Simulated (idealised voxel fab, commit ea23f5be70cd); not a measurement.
process module | voxel transistor to metal
cross-section cut | 160 nm wide | cells 5 nm
A cross-section is a grid of square cells, given in bands from the top down. A band is one or more rows of cells.
Each band's line starts with the height of the band's top and of its bottom, in nm. Then come its materials from left to right, each with its width in nm. One material with "throughout" fills the band from edge to edge. "air" is empty space.
Height 0 is the level under which the wafer as received is all one material. The lowest band goes on downwards, as in "0 down".
A width such as "30 to 40" changes by the same amount from each row of cells to the next, from the band's top row to its bottom row.
"no change" after a step means that no cell of the cross-section changed.
closed voids: empty space of 8 cells or more with no open way to the top, each as width x height at its distance from the left edge, in nm
after a step's settings: what the simulator itself notes on the step
overlay nm, on a step with a mask: how far to the right of its planned place the mask lay; to the left if negative
plan
1 op RECEIVE | material Si
2 op CONFORMAL_DEP | material SiO2 | thk nm 5
3 op CONFORMAL_DEP | material SiN | thk nm 15
4 op MASKED_ETCH | tone cover | mask id ACTIVE | width nm 125 | etch materials SiN | depth nm 15 | overlay nm 0
5 op MASKED_ETCH | tone cover | mask id ACTIVE | width nm 125 | etch materials SiO2 | depth nm 5 | overlay nm 0
6 op MASKED_ETCH | tone cover | mask id ACTIVE | width nm 125 | etch materials Si | depth nm 25 | overlay nm 0
7 op FILL_DEP | material SiO2 | thk nm 15
8 op CMP | height nm 20
9 op SELECTIVE_ETCH | etch materials SiO2 | depth nm 15
10 op STRIP | etch materials SiN
11 op SELECTIVE_ETCH | etch materials SiO2 | depth nm 5
12 op OXIDIZE | depth nm 5
13 op DIRECTIONAL_DEP | material polySi | thk nm 30
14 op DIRECTIONAL_DEP | material SiCN | thk nm 10
15 op DIRECTIONAL_DEP | material aC | thk nm 10
16 op PATTERN | tone cover | mask id GATE | material resist | width nm 25 | thk nm 25 | overlay nm 0
17 op DIRECTIONAL_ETCH | etch materials aC | depth nm 10
18 op STRIP | etch materials resist
19 op DIRECTIONAL_ETCH | etch materials SiCN | depth nm 20
20 op DIRECTIONAL_ETCH | etch materials polySi | depth nm 40
21 op STRIP | etch materials aC
22 op CONFORMAL_DEP | material SiO2 | thk nm 5
23 op DIRECTIONAL_ETCH | etch materials SiO2 | depth nm 5
24 op CONFORMAL_DEP | material SiN | thk nm 10
25 op DIRECTIONAL_ETCH | etch materials SiN | depth nm 10
26 op DIRECTIONAL_ETCH | etch materials SiO2 | depth nm 5
27 op EPI | material pSi | thk nm 5
28 op FILL_DEP | material SiO2 | thk nm 10
29 op CMP | height nm 30
30 op STRIP | etch materials polySi
31 op SELECTIVE_ETCH | etch materials SiO2 | depth nm 5
32 op CONFORMAL_DEP | material HfO2 | thk nm 5
33 op CONFORMAL_DEP | material TiN | thk nm 5
34 op FILL_DEP | material W | thk nm 5
35 op CMP | height nm 25
36 op DIRECTIONAL_DEP | material SiO2 | thk nm 10
37 op PATTERN | tone open | mask id CONTACT | material resist | width nm 20 | pitch nm 85 | thk nm 20 | overlay nm 0
38 op DIRECTIONAL_ETCH | etch materials SiO2 | depth nm 35
39 op STRIP | etch materials resist
40 op CONFORMAL_DEP | material TiN | thk nm 5
41 op FILL_DEP | material Ru | thk nm 5
42 op CMP | height nm 35
43 op DIRECTIONAL_DEP | material TiN | thk nm 5
44 op DIRECTIONAL_DEP | material W | thk nm 25
45 op MASKED_ETCH | tone cover | mask id METAL_1 | width nm 20 | pitch nm 85 | etch materials W | depth nm 25 | overlay nm 0
46 op MASKED_ETCH | tone cover | mask id METAL_1 | width nm 20 | pitch nm 85 | etch materials TiN | depth nm 5 | overlay nm 0
47 op CONFORMAL_DEP | material SiCN | thk nm 5
48 op FILL_DEP | material lowk | thk nm 10
49 op CMP | height nm 65
50 op CONFORMAL_DEP | material SiCN | thk nm 5
51 op DIRECTIONAL_DEP | material SiO2 | thk nm 25
52 op MASKED_ETCH | tone open | mask id METAL_2 | width nm 20 | pitch nm 85 | etch materials SiO2 | depth nm 15 | overlay nm 0
53 op DIRECTIONAL_DEP | material aC | thk nm 15
54 op PATTERN | tone open | mask id METAL_2_HOLES | material resist | width nm 15 | pitch nm 85 | thk nm 30 | overlay nm 0
55 op DIRECTIONAL_ETCH | etch materials aC | depth nm 15
56 op STRIP | etch materials resist
57 op DIRECTIONAL_ETCH | etch materials SiO2 | depth nm 10
58 op DIRECTIONAL_ETCH | etch materials SiCN | depth nm 5
59 op STRIP | etch materials aC
60 op CONFORMAL_DEP | material TiN | thk nm 5
61 op FILL_DEP | material Cu | thk nm 5
62 op CMP | height nm 95
63 op CONFORMAL_DEP | material SiCN | thk nm 5
first wafer, as planned
as received, after step 1
  0 down: Si throughout
  closed voids: none
after step 2
  5 to 0: SiO2 throughout
  below 0: unchanged
after step 3
  20 to 5: SiN throughout
  below 5: unchanged
after step 4
  20 to 5: air 15 | SiN 125 | air 20
  below 5: unchanged
after step 5
  20 to 5: air 15 | SiN 125 | air 20
  5 to 0: air 15 | SiO2 125 | air 20
  below 0: unchanged
after step 6
  20 to 5: air 15 | SiN 125 | air 20
  5 to 0: air 15 | SiO2 125 | air 20
  0 to -25: air 15 | Si 125 | air 20
  below -25: unchanged
after step 7
  35 to 20: SiO2 throughout
  20 to 5: SiO2 15 | SiN 125 | SiO2 20
  5 to 0: SiO2 throughout
  0 to -25: SiO2 15 | Si 125 | SiO2 20
  below -25: unchanged
after step 8
  20 to 5: SiO2 15 | SiN 125 | SiO2 20
  below 5: unchanged
after step 9
  20 to 5: air 15 | SiN 125 | air 20
  below 5: unchanged
after step 10
  5 to 0: SiO2 throughout
  below 0: unchanged
after step 11
  0 to -25: SiO2 15 | Si 125 | SiO2 20
  below -25: unchanged
after step 12
  0 to -5: SiO2 throughout
  below -5: unchanged
after step 13
  30 to 0: polySi throughout
  below 0: unchanged
after step 14
  40 to 30: SiCN throughout
  below 30: unchanged
after step 15
  50 to 40: aC throughout
  below 40: unchanged
after step 16
  75 to 50: air 65 | resist 25 | air 70
  below 50: unchanged
after step 17
  65 to 50: air 65 | resist 25 | air 70
  50 to 40: air 65 | aC 25 | air 70
  below 40: unchanged
after step 18
  50 to 40: air 65 | aC 25 | air 70
  below 40: unchanged
after step 19
  50 to 40: air 65 | aC 25 | air 70
  40 to 30: air 65 | SiCN 25 | air 70
  below 30: unchanged
after step 20
  50 to 40: air 65 | aC 25 | air 70
  40 to 30: air 65 | SiCN 25 | air 70
  30 to 0: air 65 | polySi 25 | air 70
  below 0: unchanged
after step 21
  40 to 30: air 65 | SiCN 25 | air 70
  below 30: unchanged
after step 22
  45 to 40: air 60 | SiO2 35 | air 65
  40 to 30: air 60 | SiO2 5 | SiCN 25 | SiO2 5 | air 65
  30 to 5: air 60 | SiO2 5 | polySi 25 | SiO2 5 | air 65
  5 to 0: SiO2 65 | polySi 25 | SiO2 70
  below 0: unchanged
after step 23
  40 to 30: air 60 | SiO2 5 | SiCN 25 | SiO2 5 | air 65
  30 to 0: air 60 | SiO2 5 | polySi 25 | SiO2 5 | air 65
  below 0: unchanged
after step 24
  50 to 40: air 50 | SiN 55 | air 55
  40 to 30: air 50 | SiN 10 | SiO2 5 | SiCN 25 | SiO2 5 | SiN 10 | air 55
  30 to 10: air 50 | SiN 10 | SiO2 5 | polySi 25 | SiO2 5 | SiN 10 | air 55
  10 to 0: SiN 60 | SiO2 5 | polySi 25 | SiO2 5 | SiN 65
  below 0: unchanged
after step 25
  40 to 30: air 50 | SiN 10 | SiO2 5 | SiCN 25 | SiO2 5 | SiN 10 | air 55
  30 to 0: air 50 | SiN 10 | SiO2 5 | polySi 25 | SiO2 5 | SiN 10 | air 55
  below 0: unchanged
after step 26
  40 to 35: air 50 | SiN 10 | air 5 | SiCN 25 | air 5 | SiN 10 | air 55
  35 to 30: air 50 | SiN 10 | SiO2 5 | SiCN 25 | SiO2 5 | SiN 10 | air 55
  30 to 0: air 50 | SiN 10 | SiO2 5 | polySi 25 | SiO2 5 | SiN 10 | air 55
  0 to -5: air 50 | SiO2 55 | air 55
  below -5: unchanged
after step 27
  40 to 35: air 50 | SiN 10 | air 5 | SiCN 25 | air 5 | SiN 10 | air 55
  35 to 30: air 50 | SiN 10 | SiO2 5 | SiCN 25 | SiO2 5 | SiN 10 | air 55
  30 to 0: air 50 | SiN 10 | SiO2 5 | polySi 25 | SiO2 5 | SiN 10 | air 55
  0 to -5: air 10 | pSi 40 | SiO2 55 | pSi 40 | air 15
  below -5: unchanged
after step 28
  50 to 40: SiO2 throughout
  40 to 30: SiO2 50 | SiN 10 | SiO2 5 | SiCN 25 | SiO2 5 | SiN 10 | SiO2 55
  30 to 0: SiO2 50 | SiN 10 | SiO2 5 | polySi 25 | SiO2 5 | SiN 10 | SiO2 55
  0 to -5: SiO2 10 | pSi 40 | SiO2 55 | pSi 40 | SiO2 15
  below -5: unchanged
after step 29
  30 to 0: SiO2 50 | SiN 10 | SiO2 5 | polySi 25 | SiO2 5 | SiN 10 | SiO2 55
  below 0: unchanged
after step 30
  30 to 0: SiO2 50 | SiN 10 | SiO2 5 | air 25 | SiO2 5 | SiN 10 | SiO2 55
  below 0: unchanged
after step 31
  30 to 25: air 50 | SiN 10 | air 35 | SiN 10 | air 55
  25 to 0: SiO2 50 | SiN 10 | air 35 | SiN 10 | SiO2 55
  0 to -5: SiO2 10 | pSi 40 | SiO2 10 | air 35 | SiO2 10 | pSi 40 | SiO2 15
  below -5: unchanged
after step 32
  35 to 30: air 45 | HfO2 20 | air 25 | HfO2 20 | air 50
  30 to 25: HfO2 50 | SiN 10 | HfO2 5 | air 25 | HfO2 5 | SiN 10 | HfO2 55
  25 to 0: SiO2 50 | SiN 10 | HfO2 5 | air 25 | HfO2 5 | SiN 10 | SiO2 55
  0 to -5: SiO2 10 | pSi 40 | SiO2 10 | HfO2 35 | SiO2 10 | pSi 40 | SiO2 15
  below -5: unchanged
after step 33
  40 to 35: air 40 | TiN 30 | air 15 | TiN 30 | air 45
  35 to 30: TiN 45 | HfO2 20 | TiN 5 | air 15 | TiN 5 | HfO2 20 | TiN 50
  30 to 25: HfO2 50 | SiN 10 | HfO2 5 | TiN 5 | air 15 | TiN 5 | HfO2 5 | SiN 10 | HfO2 55
  25 to 5: SiO2 50 | SiN 10 | HfO2 5 | TiN 5 | air 15 | TiN 5 | HfO2 5 | SiN 10 | SiO2 55
  5 to 0: SiO2 50 | SiN 10 | HfO2 5 | TiN 25 | HfO2 5 | SiN 10 | SiO2 55
  below 0: unchanged
after step 34
  45 to 40: W throughout
  40 to 35: W 40 | TiN 30 | W 15 | TiN 30 | W 45
  35 to 30: TiN 45 | HfO2 20 | TiN 5 | W 15 | TiN 5 | HfO2 20 | TiN 50
  30 to 25: HfO2 50 | SiN 10 | HfO2 5 | TiN 5 | W 15 | TiN 5 | HfO2 5 | SiN 10 | HfO2 55
  25 to 5: SiO2 50 | SiN 10 | HfO2 5 | TiN 5 | W 15 | TiN 5 | HfO2 5 | SiN 10 | SiO2 55
  below 5: unchanged
after step 35
  25 to 5: SiO2 50 | SiN 10 | HfO2 5 | TiN 5 | W 15 | TiN 5 | HfO2 5 | SiN 10 | SiO2 55
  below 5: unchanged
after step 36
  35 to 25: SiO2 throughout
  below 25: unchanged
after step 37
  55 to 35: resist 25 | air 20 | resist 65 | air 20 | resist 30
  below 35: unchanged
after step 38
  55 to 35: resist 25 | air 20 | resist 65 | air 20 | resist 30
  35 to 25: SiO2 25 | air 20 | SiO2 65 | air 20 | SiO2 30
  25 to 5: SiO2 25 | air 20 | SiO2 5 | SiN 10 | HfO2 5 | TiN 5 | W 15 | TiN 5 | HfO2 5 | SiN 10 | SiO2 5 | air 20 | SiO2 30
  5 to 0: SiO2 25 | air 20 | SiO2 5 | SiN 10 | HfO2 5 | TiN 25 | HfO2 5 | SiN 10 | SiO2 5 | air 20 | SiO2 30
  below 0: unchanged
after step 39
  35 to 25: SiO2 25 | air 20 | SiO2 65 | air 20 | SiO2 30
  below 25: unchanged
after step 40
  40 to 35: TiN 30 | air 10 | TiN 75 | air 10 | TiN 35
  35 to 25: SiO2 25 | TiN 5 | air 10 | TiN 5 | SiO2 65 | TiN 5 | air 10 | TiN 5 | SiO2 30
  25 to 5: SiO2 25 | TiN 5 | air 10 | TiN 5 | SiO2 5 | SiN 10 | HfO2 5 | TiN 5 | W 15 | TiN 5 | HfO2 5 | SiN 10 | SiO2 5 | TiN 5 | air 10 | TiN 5 | SiO2 30
  5 to 0: SiO2 25 | TiN 20 | SiO2 5 | SiN 10 | HfO2 5 | TiN 25 | HfO2 5 | SiN 10 | SiO2 5 | TiN 20 | SiO2 30
  below 0: unchanged
after step 41
  45 to 40: Ru throughout
  40 to 35: TiN 30 | Ru 10 | TiN 75 | Ru 10 | TiN 35
  35 to 25: SiO2 25 | TiN 5 | Ru 10 | TiN 5 | SiO2 65 | TiN 5 | Ru 10 | TiN 5 | SiO2 30
  25 to 5: SiO2 25 | TiN 5 | Ru 10 | TiN 5 | SiO2 5 | SiN 10 | HfO2 5 | TiN 5 | W 15 | TiN 5 | HfO2 5 | SiN 10 | SiO2 5 | TiN 5 | Ru 10 | TiN 5 | SiO2 30
  below 5: unchanged
after step 42
  35 to 25: SiO2 25 | TiN 5 | Ru 10 | TiN 5 | SiO2 65 | TiN 5 | Ru 10 | TiN 5 | SiO2 30
  below 25: unchanged
after step 43
  40 to 35: TiN throughout
  below 35: unchanged
after step 44
  65 to 40: W throughout
  below 40: unchanged
after step 45
  65 to 40: air 25 | W 20 | air 65 | W 20 | air 30
  below 40: unchanged
after step 46
  65 to 40: air 25 | W 20 | air 65 | W 20 | air 30
  40 to 35: air 25 | TiN 20 | air 65 | TiN 20 | air 30
  below 35: unchanged
after step 47
  70 to 65: air 20 | SiCN 30 | air 55 | SiCN 30 | air 25
  65 to 40: air 20 | SiCN 5 | W 20 | SiCN 5 | air 55 | SiCN 5 | W 20 | SiCN 5 | air 25
  40 to 35: SiCN 25 | TiN 20 | SiCN 65 | TiN 20 | SiCN 30
  below 35: unchanged
after step 48
  80 to 70: lowk throughout
  70 to 65: lowk 20 | SiCN 30 | lowk 55 | SiCN 30 | lowk 25
  65 to 40: lowk 20 | SiCN 5 | W 20 | SiCN 5 | lowk 55 | SiCN 5 | W 20 | SiCN 5 | lowk 25
  below 40: unchanged
after step 49
  65 to 40: lowk 20 | SiCN 5 | W 20 | SiCN 5 | lowk 55 | SiCN 5 | W 20 | SiCN 5 | lowk 25
  below 40: unchanged
after step 50
  70 to 65: SiCN throughout
  below 65: unchanged
after step 51
  95 to 70: SiO2 throughout
  below 70: unchanged
after step 52
  95 to 80: SiO2 25 | air 20 | SiO2 65 | air 20 | SiO2 30
  below 80: unchanged
after step 53
  110 to 95: aC 25 | air 20 | aC 65 | air 20 | aC 30
  95 to 80: SiO2 25 | aC 20 | SiO2 65 | aC 20 | SiO2 30
  below 80: unchanged
after step 54
  140 to 110: resist 25 | air 15 | resist 70 | air 15 | resist 35
  110 to 95: aC 25 | air 15 | resist 5 | aC 65 | air 15 | resist 5 | aC 30
  below 95: unchanged
after step 55
  125 to 110: resist 25 | air 15 | resist 70 | air 15 | resist 35
  110 to 95: aC 25 | air 15 | resist 5 | aC 65 | air 15 | resist 5 | aC 30
  95 to 80: SiO2 25 | air 15 | aC 5 | SiO2 65 | air 15 | aC 5 | SiO2 30
  below 80: unchanged
after step 56
  110 to 95: aC 25 | air 20 | aC 65 | air 20 | aC 30
  below 95: unchanged
after step 57
  110 to 95: aC 25 | air 20 | aC 65 | air 20 | aC 30
  95 to 80: SiO2 25 | air 15 | aC 5 | SiO2 65 | air 15 | aC 5 | SiO2 30
  80 to 70: SiO2 25 | air 15 | SiO2 70 | air 15 | SiO2 35
  below 70: unchanged
after step 58
  110 to 95: aC 25 | air 20 | aC 65 | air 20 | aC 30
  95 to 80: SiO2 25 | air 15 | aC 5 | SiO2 65 | air 15 | aC 5 | SiO2 30
  80 to 70: SiO2 25 | air 15 | SiO2 70 | air 15 | SiO2 35
  70 to 65: SiCN 25 | air 15 | SiCN 70 | air 15 | SiCN 35
  below 65: unchanged
after step 59
  95 to 80: SiO2 25 | air 20 | SiO2 65 | air 20 | SiO2 30
  below 80: unchanged
after step 60
  100 to 95: TiN 30 | air 10 | TiN 75 | air 10 | TiN 35
  95 to 85: SiO2 25 | TiN 5 | air 10 | TiN 5 | SiO2 65 | TiN 5 | air 10 | TiN 5 | SiO2 30
  85 to 80: SiO2 25 | TiN 5 | air 5 | TiN 10 | SiO2 65 | TiN 5 | air 5 | TiN 10 | SiO2 30
  80 to 70: SiO2 25 | TiN 5 | air 5 | TiN 5 | SiO2 70 | TiN 5 | air 5 | TiN 5 | SiO2 35
  70 to 65: SiCN 25 | TiN 15 | SiCN 70 | TiN 15 | SiCN 35
  below 65: unchanged
after step 61
  105 to 100: Cu throughout
  100 to 95: TiN 30 | Cu 10 | TiN 75 | Cu 10 | TiN 35
  95 to 85: SiO2 25 | TiN 5 | Cu 10 | TiN 5 | SiO2 65 | TiN 5 | Cu 10 | TiN 5 | SiO2 30
  85 to 80: SiO2 25 | TiN 5 | Cu 5 | TiN 10 | SiO2 65 | TiN 5 | Cu 5 | TiN 10 | SiO2 30
  80 to 70: SiO2 25 | TiN 5 | Cu 5 | TiN 5 | SiO2 70 | TiN 5 | Cu 5 | TiN 5 | SiO2 35
  below 70: unchanged
after step 62
  95 to 85: SiO2 25 | TiN 5 | Cu 10 | TiN 5 | SiO2 65 | TiN 5 | Cu 10 | TiN 5 | SiO2 30
  below 85: unchanged
after step 63
  100 to 95: SiCN throughout
  below 95: unchanged
second wafer: like start, like plan, one mistake. Through step 36 it matches the first wafer
when step 37 should have ended
  55 to 35: air 25 | resist 20 | air 65 | resist 20 | air 30
  below 35: unchanged
when step 38 should have ended
  55 to 35: air 25 | resist 20 | air 65 | resist 20 | air 30
  35 to 25: air 25 | SiO2 20 | air 65 | SiO2 20 | air 30
  25 to 5: air 25 | SiO2 20 | air 5 | SiN 10 | HfO2 5 | TiN 5 | W 15 | TiN 5 | HfO2 5 | SiN 10 | air 5 | SiO2 20 | air 30
  5 to 0: air 25 | SiO2 20 | air 5 | SiN 10 | HfO2 5 | TiN 25 | HfO2 5 | SiN 10 | air 5 | SiO2 20 | air 30
  below 0: unchanged
when step 39 should have ended
  35 to 25: air 25 | SiO2 20 | air 65 | SiO2 20 | air 30
  below 25: unchanged
when step 40 should have ended
  40 to 35: air 20 | TiN 30 | air 55 | TiN 30 | air 25
  35 to 30: air 20 | TiN 5 | SiO2 20 | TiN 5 | air 55 | TiN 5 | SiO2 20 | TiN 5 | air 25
  30 to 25: air 20 | TiN 5 | SiO2 20 | TiN 65 | SiO2 20 | TiN 5 | air 25
  25 to 5: air 20 | TiN 5 | SiO2 20 | TiN 5 | SiN 10 | HfO2 5 | TiN 5 | W 15 | TiN 5 | HfO2 5 | SiN 10 | TiN 5 | SiO2 20 | TiN 5 | air 25
  5 to 0: TiN 25 | SiO2 20 | TiN 5 | SiN 10 | HfO2 5 | TiN 25 | HfO2 5 | SiN 10 | TiN 5 | SiO2 20 | TiN 30
  below 0: unchanged
when step 41 should have ended
  45 to 40: Ru throughout
  40 to 35: Ru 20 | TiN 30 | Ru 55 | TiN 30 | Ru 25
  35 to 30: Ru 20 | TiN 5 | SiO2 20 | TiN 5 | Ru 55 | TiN 5 | SiO2 20 | TiN 5 | Ru 25
  30 to 25: Ru 20 | TiN 5 | SiO2 20 | TiN 65 | SiO2 20 | TiN 5 | Ru 25
  25 to 5: Ru 20 | TiN 5 | SiO2 20 | TiN 5 | SiN 10 | HfO2 5 | TiN 5 | W 15 | TiN 5 | HfO2 5 | SiN 10 | TiN 5 | SiO2 20 | TiN 5 | Ru 25
  below 5: unchanged
when step 42 should have ended
  35 to 30: Ru 20 | TiN 5 | SiO2 20 | TiN 5 | Ru 55 | TiN 5 | SiO2 20 | TiN 5 | Ru 25
  below 30: unchanged
when step 43 should have ended
  40 to 35: TiN throughout
  below 35: unchanged
when step 44 should have ended
  65 to 40: W throughout
  below 40: unchanged
when step 45 should have ended
  65 to 40: air 25 | W 20 | air 65 | W 20 | air 30
  below 40: unchanged
when step 46 should have ended
  65 to 40: air 25 | W 20 | air 65 | W 20 | air 30
  40 to 35: air 25 | TiN 20 | air 65 | TiN 20 | air 30
  below 35: unchanged
when step 47 should have ended
  70 to 65: air 20 | SiCN 30 | air 55 | SiCN 30 | air 25
  65 to 40: air 20 | SiCN 5 | W 20 | SiCN 5 | air 55 | SiCN 5 | W 20 | SiCN 5 | air 25
  40 to 35: SiCN 25 | TiN 20 | SiCN 65 | TiN 20 | SiCN 30
  below 35: unchanged
when step 48 should have ended
  80 to 70: lowk throughout
  70 to 65: lowk 20 | SiCN 30 | lowk 55 | SiCN 30 | lowk 25
  65 to 40: lowk 20 | SiCN 5 | W 20 | SiCN 5 | lowk 55 | SiCN 5 | W 20 | SiCN 5 | lowk 25
  below 40: unchanged
when step 49 should have ended
  65 to 40: lowk 20 | SiCN 5 | W 20 | SiCN 5 | lowk 55 | SiCN 5 | W 20 | SiCN 5 | lowk 25
  below 40: unchanged
when step 50 should have ended
  70 to 65: SiCN throughout
  below 65: unchanged
when step 51 should have ended
  95 to 70: SiO2 throughout
  below 70: unchanged
when step 52 should have ended
  95 to 80: SiO2 25 | air 20 | SiO2 65 | air 20 | SiO2 30
  below 80: unchanged
when step 53 should have ended
  110 to 95: aC 25 | air 20 | aC 65 | air 20 | aC 30
  95 to 80: SiO2 25 | aC 20 | SiO2 65 | aC 20 | SiO2 30
  below 80: unchanged
when step 54 should have ended
  140 to 110: resist 25 | air 15 | resist 70 | air 15 | resist 35
  110 to 95: aC 25 | air 15 | resist 5 | aC 65 | air 15 | resist 5 | aC 30
  below 95: unchanged
when step 55 should have ended
  125 to 110: resist 25 | air 15 | resist 70 | air 15 | resist 35
  110 to 95: aC 25 | air 15 | resist 5 | aC 65 | air 15 | resist 5 | aC 30
  95 to 80: SiO2 25 | air 15 | aC 5 | SiO2 65 | air 15 | aC 5 | SiO2 30
  below 80: unchanged
when step 56 should have ended
  110 to 95: aC 25 | air 20 | aC 65 | air 20 | aC 30
  below 95: unchanged
when step 57 should have ended
  110 to 95: aC 25 | air 20 | aC 65 | air 20 | aC 30
  95 to 80: SiO2 25 | air 15 | aC 5 | SiO2 65 | air 15 | aC 5 | SiO2 30
  80 to 70: SiO2 25 | air 15 | SiO2 70 | air 15 | SiO2 35
  below 70: unchanged
when step 58 should have ended
  110 to 95: aC 25 | air 20 | aC 65 | air 20 | aC 30
  95 to 80: SiO2 25 | air 15 | aC 5 | SiO2 65 | air 15 | aC 5 | SiO2 30
  80 to 70: SiO2 25 | air 15 | SiO2 70 | air 15 | SiO2 35
  70 to 65: SiCN 25 | air 15 | SiCN 70 | air 15 | SiCN 35
  below 65: unchanged
when step 59 should have ended
  95 to 80: SiO2 25 | air 20 | SiO2 65 | air 20 | SiO2 30
  below 80: unchanged
when step 60 should have ended
  100 to 95: TiN 30 | air 10 | TiN 75 | air 10 | TiN 35
  95 to 85: SiO2 25 | TiN 5 | air 10 | TiN 5 | SiO2 65 | TiN 5 | air 10 | TiN 5 | SiO2 30
  85 to 80: SiO2 25 | TiN 5 | air 5 | TiN 10 | SiO2 65 | TiN 5 | air 5 | TiN 10 | SiO2 30
  80 to 70: SiO2 25 | TiN 5 | air 5 | TiN 5 | SiO2 70 | TiN 5 | air 5 | TiN 5 | SiO2 35
  70 to 65: SiCN 25 | TiN 15 | SiCN 70 | TiN 15 | SiCN 35
  below 65: unchanged
when step 61 should have ended
  105 to 100: Cu throughout
  100 to 95: TiN 30 | Cu 10 | TiN 75 | Cu 10 | TiN 35
  95 to 85: SiO2 25 | TiN 5 | Cu 10 | TiN 5 | SiO2 65 | TiN 5 | Cu 10 | TiN 5 | SiO2 30
  85 to 80: SiO2 25 | TiN 5 | Cu 5 | TiN 10 | SiO2 65 | TiN 5 | Cu 5 | TiN 10 | SiO2 30
  80 to 70: SiO2 25 | TiN 5 | Cu 5 | TiN 5 | SiO2 70 | TiN 5 | Cu 5 | TiN 5 | SiO2 35
  below 70: unchanged
when step 62 should have ended
  95 to 85: SiO2 25 | TiN 5 | Cu 10 | TiN 5 | SiO2 65 | TiN 5 | Cu 10 | TiN 5 | SiO2 30
  below 85: unchanged
when step 63 should have ended
  100 to 95: SiCN throughout
  below 95: unchanged
what went wrong: step 37 ran as: op PATTERN | tone cover | mask id CONTACT | material resist | width nm 20 | pitch nm 85 | thk nm 20 | overlay nm 0
at the end the second wafer has, in cells: 41 more of Ru | 57 fewer of SiO2 | 16 more of TiN
